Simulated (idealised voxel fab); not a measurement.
voxel wiring stack: a process module
Cross-section cut: width 260 nm, square cells of 5 nm.
Notation: cross-section as square-cell grid; stated in bands, top first, going down; one or more cell rows per band.
What a band's entry tells you: where the top is and where the bottom is, as heights in nm, and after that what lies inside, material by material from left to right, each with its width in nm. Empty space is written as the word "air", and a single material marked with the word "full width" occupies the band from edge to edge.
It should be noted that heights are counted from 0, beneath which the wafer as supplied is of one material throughout, and that the lowest band possesses no lower boundary but continues downward, as written in "0 down".
Note: "30 to 40" means the width goes from the first number (top row of the band) to the second number (bottom row) in equal steps per row of cells.
Basically "changes: none" means that step didn't change any cell in the cross-section.
So "Enclosed internal cavities" is basically the list of trapped voids: any empty space of 8 cells or more that can't reach the top through an opening. They're written width x height at distance, the distance being from the left edge, and it's all nm.
Note: text after step settings on the step line = simulator remark on that step.
On any step carrying a mask, the "overlay nm" setting, if present on the step's line, tells how far right of its planned place the mask lay; negative values point to the left.

**Process steps foreseen in the plan**
- 1: RECEIVE (material Si)
- 2: CONFORMAL_DEP (material SiO2; thk nm 15)
- 3: DIRECTIONAL_DEP (material TiN; thk nm 5)
- 4: DIRECTIONAL_DEP (material W; thk nm 25)
- 5: MASKED_ETCH (tone cover; mask id METAL_1; width nm 30; pitch nm 55; etch materials W; depth nm 25; overlay nm 0)
- 6: MASKED_ETCH (tone cover; mask id METAL_1; width nm 30; pitch nm 55; etch materials TiN; depth nm 5; overlay nm 0)
- 7: FILL_DEP (material lowk; thk nm 5)
- 8: CMP (height nm 45)
- 9: CONFORMAL_DEP (material SiCN; thk nm 5)
- 10: DIRECTIONAL_DEP (material lowk; thk nm 10)
- 11: MASKED_ETCH (tone open; mask id PLUG_1; width nm 15; etch materials lowk; depth nm 10; overlay nm 0)
- 12: MASKED_ETCH (tone open; mask id PLUG_1; width nm 15; etch materials SiCN; depth nm 5; overlay nm 0)
- 13: EPI (material Ru; thk nm 10)
- 14: EPI (material Ru; thk nm 5)
- 15: DIRECTIONAL_DEP (material TiN; thk nm 5)
- 16: DIRECTIONAL_DEP (material W; thk nm 15)
- 17: PATTERN (tone cover; mask id METAL_2; material resist; width nm 30; pitch nm 55; thk nm 15; overlay nm 0)
- 18: DIRECTIONAL_ETCH (etch materials W; depth nm 15)
- 19: DIRECTIONAL_ETCH (etch materials TiN; depth nm 5)
- 20: STRIP (etch materials resist)
- 21: FILL_DEP (material lowk; thk nm 10)
- 22: CMP (height nm 80)
- 23: CONFORMAL_DEP (material SiCN; thk nm 5)
- 24: DIRECTIONAL_DEP (material lowk; thk nm 15)
- 25: PATTERN (tone open; mask id PLUG_2; material resist; width nm 15; pitch nm 55; thk nm 20; overlay nm 0)
- 26: DIRECTIONAL_ETCH (etch materials lowk; depth nm 15)
- 27: DIRECTIONAL_ETCH (etch materials SiCN; depth nm 5)
- 28: STRIP (etch materials resist)
- 29: EPI (material Ru; thk nm 10)
- 30: EPI (material Ru; thk nm 10)
- 31: CONFORMAL_DEP (material SiCN; thk nm 5)
- 32: DIRECTIONAL_DEP (material lowk; thk nm 20)
- 33: DIRECTIONAL_DEP (material aC; thk nm 10)
- 34: PATTERN (tone open; mask id METAL_3; material resist; width nm 30; pitch nm 55; thk nm 25; overlay nm 0)
- 35: DIRECTIONAL_ETCH (etch materials aC; depth nm 10)
- 36: STRIP (etch materials resist)
- 37: DIRECTIONAL_ETCH (etch materials lowk; depth nm 20)
- 38: DIRECTIONAL_ETCH (etch materials SiCN; depth nm 5)
- 39: STRIP (etch materials aC)
- 40: CONFORMAL_DEP (material TiN; thk nm 5)
- 41: FILL_DEP (material Ru; thk nm 10)
- 42: CMP (height nm 125)
- 43: CONFORMAL_DEP (material SiCN; thk nm 5)
- 44: DIRECTIONAL_DEP (material SiO2; thk nm 10)
- 45: MASKED_ETCH (tone open; mask id PLUG_3; width nm 15; pitch nm 55; etch materials SiO2; depth nm 10; overlay nm 0)
- 46: MASKED_ETCH (tone open; mask id PLUG_3; width nm 15; pitch nm 55; etch materials SiCN; depth nm 5; overlay nm 0)
- 47: CONFORMAL_DEP (material TiN; thk nm 5)
- 48: FILL_DEP (material W; thk nm 10)
- 49: CMP (height nm 140)
- 50: CONFORMAL_DEP (material SiN; thk nm 5)
- 51: DIRECTIONAL_DEP (material SiO2; thk nm 20)
- 52: PATTERN (tone open; mask id METAL_4; material resist; width nm 30; pitch nm 55; thk nm 20; overlay nm 0)
- 53: DIRECTIONAL_ETCH (etch materials SiO2; depth nm 20)
- 54: DIRECTIONAL_ETCH (etch materials SiN; depth nm 5)
- 55: STRIP (etch materials resist)
- 56: CONFORMAL_DEP (material TiN; thk nm 5)
- 57: FILL_DEP (material Cu; thk nm 10)
- 58: CMP (height nm 165)
- 59: EPI (material Ru; thk nm 5)
- 60: FILL_DEP (material SiCN; thk nm 5)

**Here's what the wafer looked like in cross-section when it arrived - that's after step 1**
0 down = Si full width
Enclosed internal cavities: none

**Cross-section taken at module completion on the first of two wafers; processed per the plan**
175 to 170 = SiCN full width
170 to 165 = 80 SiCN | 40 Ru | 15 SiCN | 40 Ru | 85 SiCN
165 to 145 = 85 SiO2 | 5 TiN | 20 Cu | 5 TiN | 25 SiO2 | 5 TiN | 20 Cu | 5 TiN | 90 SiO2
145 to 140 = 85 SiN | 30 TiN | 25 SiN | 30 TiN | 90 SiN
140 to 130 = 85 SiO2 | 5 TiN | 5 W | 5 TiN | 40 SiO2 | 5 TiN | 5 W | 5 TiN | 105 SiO2
130 to 125 = 85 SiCN | 15 TiN | 40 SiCN | 15 TiN | 105 SiCN
125 to 105 = 85 lowk | 5 TiN | 20 Ru | 5 TiN | 25 lowk | 5 TiN | 20 Ru | 5 TiN | 90 lowk
105 to 100 = 85 SiCN | 30 TiN | 25 SiCN | 30 TiN | 90 SiCN
100 to 85 = 85 lowk | 15 Ru | 40 lowk | 15 Ru | 105 lowk
85 to 80 = 85 SiCN | 15 Ru | 40 SiCN | 15 Ru | 105 SiCN
80 to 65 = 85 lowk | 30 W | 25 lowk | 30 W | 90 lowk
65 to 60 = 85 lowk | 30 TiN | 25 lowk | 30 TiN | 90 lowk
60 to 50 = 85 lowk | 15 Ru | 160 lowk
50 to 45 = 85 SiCN | 15 Ru | 160 SiCN
45 to 20 = 85 lowk | 30 W | 25 lowk | 30 W | 90 lowk
20 to 15 = 85 lowk | 30 TiN | 25 lowk | 30 TiN | 90 lowk
15 to 0 = SiO2 full width
0 down = Si full width
Enclosed internal cavities: none

**The second wafer, shown in cross-section after the module: started the same way as the first and given the same plan, yet one mistake crept into how it was run**
175 to 170 = SiCN full width
170 to 165 = 80 SiCN | 40 Ru | 15 SiCN | 40 Ru | 85 SiCN
165 to 145 = 85 SiO2 | 5 TiN | 20 Cu | 5 TiN | 25 SiO2 | 5 TiN | 20 Cu | 5 TiN | 90 SiO2
145 to 140 = 85 SiN | 30 TiN | 25 SiN | 30 TiN | 90 SiN
140 to 130 = 85 SiO2 | 5 TiN | 5 W | 5 TiN | 40 SiO2 | 5 TiN | 5 W | 5 TiN | 105 SiO2
130 to 125 = 85 SiCN | 15 TiN | 40 SiCN | 15 TiN | 105 SiCN
125 to 105 = 85 lowk | 5 TiN | 20 Ru | 5 TiN | 25 lowk | 5 TiN | 20 Ru | 5 TiN | 90 lowk
105 to 100 = 85 SiCN | 30 TiN | 25 SiCN | 30 TiN | 90 SiCN
100 to 85 = 85 lowk | 15 Ru | 40 lowk | 15 Ru | 105 lowk
85 to 80 = 85 SiCN | 15 Ru | 40 SiCN | 15 Ru | 105 SiCN
80 to 65 = 85 lowk | 30 W | 25 lowk | 30 W | 90 lowk
65 to 60 = 85 lowk | 30 TiN | 25 lowk | 30 TiN | 90 lowk
60 to 50 = 90 lowk | 15 Ru | 155 lowk
50 to 45 = 90 SiCN | 10 Ru | 160 SiCN
45 to 20 = 85 lowk | 30 W | 25 lowk | 30 W | 90 lowk
20 to 15 = 85 lowk | 30 TiN | 25 lowk | 30 TiN | 90 lowk
15 to 0 = SiO2 full width
0 down = Si full width
Enclosed internal cavities: none
Processing error: step 11 did not happen as planned, as run it was MASKED_ETCH (tone open; mask id PLUG_1; width nm 15; etch materials lowk; depth nm 10; overlay nm 5)
Final tally in cells, some materials are higher or lower on the second wafer than on the first: 1 fewer of Ru; 1 more of SiCN
